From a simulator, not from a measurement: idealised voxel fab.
This is a process module. Its name is voxel released beams.
Square cell edge 5 nm, section width 225 nm, ID cut.
Each cross-section below is a grid of square cells, stated as bands in top-down order, with one or more rows of cells making up each band.
Quick guide to a band line: top height, bottom height (nm) up front; then every material left to right with its width in nm. Only one material and it's marked "edge to edge"? Then it fills the band edge to edge. And "blank" just means empty space.
For the purposes of this specification, 0 denotes the height below which the wafer in its as-received condition is composed wholly of one material, and the lowermost band, lacking a lower limit, extends downward without end, as expressed in "0 -> down".
The width entry "30 to 40" should be interpreted row by row: the top row of cells in the band takes the first number, the bottom row takes the second number, and the change between adjacent rows is uniform throughout.
Any step labelled "nothing altered" changed none of the cells in the cross-section.
Basically, "Closed void table" tells you about the enclosed voids: empty spaces with no open way to the top, 8 cells or bigger, each written width x height at distance, where distance is from the left edge, all in nm.
Step line, after settings: the simulator's comment on this step.
A step's line can hold "overlay nm"; with a mask on that step, the setting says how far right of the planned place the mask lay, while a negative setting says it lay to the left.
Intended process steps:
1) RECEIVE with material Si
2) CONFORMAL_DEP with material Al2O3, thk nm 5
3) DIRECTIONAL_DEP with material SiO2, thk nm 20
4) MASKED_ETCH with tone open, mask id ANCHOR, width nm 40, etch materials SiO2, depth nm 20, overlay nm 0
5) CONFORMAL_DEP with material SiN, thk nm 15
6) MASKED_ETCH with tone cover, mask id BEAM, width nm 120, etch materials SiN, depth nm 15, overlay nm 0
7) STRIP with etch materials SiO2
Wafer cross-section on receipt, i.e. after step 1:
* 0 -> down: Si edge to edge
* Closed void table: none
Post-module cross-section: identical start and plan to those above, one misstep in execution:
* 40 -> 25: 50 nm blank, then 15 nm SiN, then 10 nm blank, then 95 nm SiN, then 55 nm blank
* 25 -> 20: 50 nm blank, then 15 nm SiN, then 10 nm blank, then 15 nm SiN, then 135 nm blank
* 20 -> 5: 50 nm blank, then 40 nm SiN, then 135 nm blank
* 5 -> 0: Al2O3 edge to edge
* 0 -> down: Si edge to edge
* Closed void table: none
Against the plan, the run slipped here: step 4, actual vs plan mismatch, actual run MASKED_ETCH with tone open, mask id ANCHOR, width nm 40, etch materials SiO2, depth nm 20, overlay nm -5
